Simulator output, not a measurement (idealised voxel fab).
process module | voxel capacitor over wiring
cross-section cut | 165 nm wide | cells 5 nm
A cross-section is a grid of square cells, given in bands from the top down. A band is one or more rows of cells.
Each band's line starts with the height of the band's top and of its bottom, in nm. Then come its materials from left to right, each with its width in nm. One material with "throughout" fills the band from edge to edge. "air" is empty space.
Height 0 is the level under which the wafer as received is all one material. The lowest band goes on downwards, as in "0 down".
A width such as "30 to 40" changes by the same amount from each row of cells to the next, from the band's top row to its bottom row.
"no change" after a step means that no cell of the cross-section changed.
closed voids: empty space of 8 cells or more with no open way to the top, each as width x height at its distance from the left edge, in nm
after a step's settings: what the simulator itself notes on the step
overlay nm, on a step with a mask: how far to the right of its planned place the mask lay; to the left if negative
plan
1 op RECEIVE | material Si
2 op CONFORMAL_DEP | material SiO2 | thk nm 15
3 op DIRECTIONAL_DEP | material TiN | thk nm 5
4 op DIRECTIONAL_DEP | material W | thk nm 15
5 op DIRECTIONAL_DEP | material aC | thk nm 10
6 op PATTERN | tone cover | mask id METAL_1 | material resist | width nm 20 | pitch nm 80 | thk nm 25 | overlay nm 0
7 op DIRECTIONAL_ETCH | etch materials aC | depth nm 10
8 op STRIP | etch materials resist
9 op DIRECTIONAL_ETCH | etch materials W | depth nm 15
10 op DIRECTIONAL_ETCH | etch materials TiN | depth nm 5
11 op STRIP | etch materials aC
12 op CONFORMAL_DEP | material SiCN | thk nm 5
13 op FILL_DEP | material lowk | thk nm 5
14 op CMP | height nm 35
15 op CONFORMAL_DEP | material SiCN | thk nm 5
16 op DIRECTIONAL_DEP | material SiO2 | thk nm 15
17 op MASKED_ETCH | tone open | mask id PLUG_1 | width nm 15 | etch materials SiO2 | depth nm 15 | overlay nm 0
18 op MASKED_ETCH | tone open | mask id PLUG_1 | width nm 15 | etch materials SiCN | depth nm 5 | overlay nm 0
19 op EPI | material Ru | thk nm 10
20 op EPI | material Ru | thk nm 10
21 op DIRECTIONAL_DEP | material TiN | thk nm 10
22 op DIRECTIONAL_DEP | material SiN | thk nm 5
23 op DIRECTIONAL_DEP | material TiN | thk nm 5
24 op PATTERN | tone cover | mask id UPPER_PLATE | material resist | width nm 55 | thk nm 15 | overlay nm 0
25 op DIRECTIONAL_ETCH | etch materials TiN | depth nm 5
26 op DIRECTIONAL_ETCH | etch materials SiN | depth nm 5
27 op STRIP | etch materials resist
28 op MASKED_ETCH | tone cover | mask id LOWER_PLATE | width nm 65 | etch materials TiN | depth nm 10 | overlay nm 0
29 op FILL_DEP | material SiO2 | thk nm 15
30 op CMP | height nm 85
31 op MASKED_ETCH | tone open | mask id PLUG_2 | width nm 15 | etch materials SiO2 | depth nm 10 | overlay nm 0
32 op CONFORMAL_DEP | material TiN | thk nm 5
33 op FILL_DEP | material Cu | thk nm 5
34 op CMP | height nm 85
35 op CONFORMAL_DEP | material SiN | thk nm 5
varied across the wafers: width nm of step 6. The plan shows the first wafer's value. All wafers start alike
first wafer as received, after step 1
  0 down: Si throughout
  closed voids: none
first wafer at the end, after step 35
  90 to 85: SiN throughout
  85 to 80: SiO2 50 | TiN 5 | Cu 5 | TiN 5 | SiO2 100
  80 to 70: SiO2 50 to 40 | TiN 15 to 55 | SiO2 100 to 70
  70 to 65: SiO2 40 | SiN 55 | SiO2 70
  65 to 55: SiO2 35 | TiN 65 | SiO2 65
  55 to 40: SiO2 40 | Ru 15 | SiO2 110
  40 to 35: SiCN 40 | Ru 15 | SiCN 110
  35 to 20: lowk 25 | SiCN 5 | W 20 | SiCN 5 | lowk 50 | SiCN 5 | W 20 | SiCN 5 | lowk 30
  20 to 15: SiCN 30 | TiN 20 | SiCN 60 | TiN 20 | SiCN 35
  15 to 0: SiO2 throughout
  0 down: Si throughout
  closed voids: none
last wafer at the end
  90 to 85: SiN throughout
  85 to 80: SiO2 50 | TiN 5 | Cu 5 | TiN 5 | SiO2 100
  80 to 70: SiO2 50 to 40 | TiN 15 to 55 | SiO2 100 to 70
  70 to 65: SiO2 40 | SiN 55 | SiO2 70
  65 to 55: SiO2 35 | TiN 65 | SiO2 65
  55 to 40: SiO2 40 | Ru 15 | SiO2 110
  40 to 35: SiCN 40 | Ru 15 | SiCN 110
  35 to 20: lowk 15 | SiCN 5 | W 45 | SiCN 5 | lowk 25 | SiCN 5 | W 45 | SiCN 5 | lowk 15
  20 to 15: SiCN 20 | TiN 45 | SiCN 35 | TiN 45 | SiCN 20
  15 to 0: SiO2 throughout
  0 down: Si throughout
  closed voids: none
each wafer at the end: cells of each material gained (+) or lost (-) since it was received, then its closed voids
width nm 20 | +1 Cu | +12 Ru | +67 SiCN | +44 SiN | +333 SiO2 | +50 TiN | +24 W | +63 lowk | closed voids: none
width nm 25 | +1 Cu | +12 Ru | +65 SiCN | +44 SiN | +333 SiO2 | +52 TiN | +30 W | +57 lowk | closed voids: none
width nm 30 | +1 Cu | +12 Ru | +63 SiCN | +44 SiN | +333 SiO2 | +54 TiN | +36 W | +51 lowk | closed voids: none
width nm 35 | +1 Cu | +12 Ru | +61 SiCN | +44 SiN | +333 SiO2 | +56 TiN | +42 W | +45 lowk | closed voids: none
width nm 40 | +1 Cu | +12 Ru | +59 SiCN | +44 SiN | +333 SiO2 | +58 TiN | +48 W | +39 lowk | closed voids: none
width nm 45 | +1 Cu | +12 Ru | +57 SiCN | +44 SiN | +333 SiO2 | +60 TiN | +54 W | +33 lowk | closed voids: none
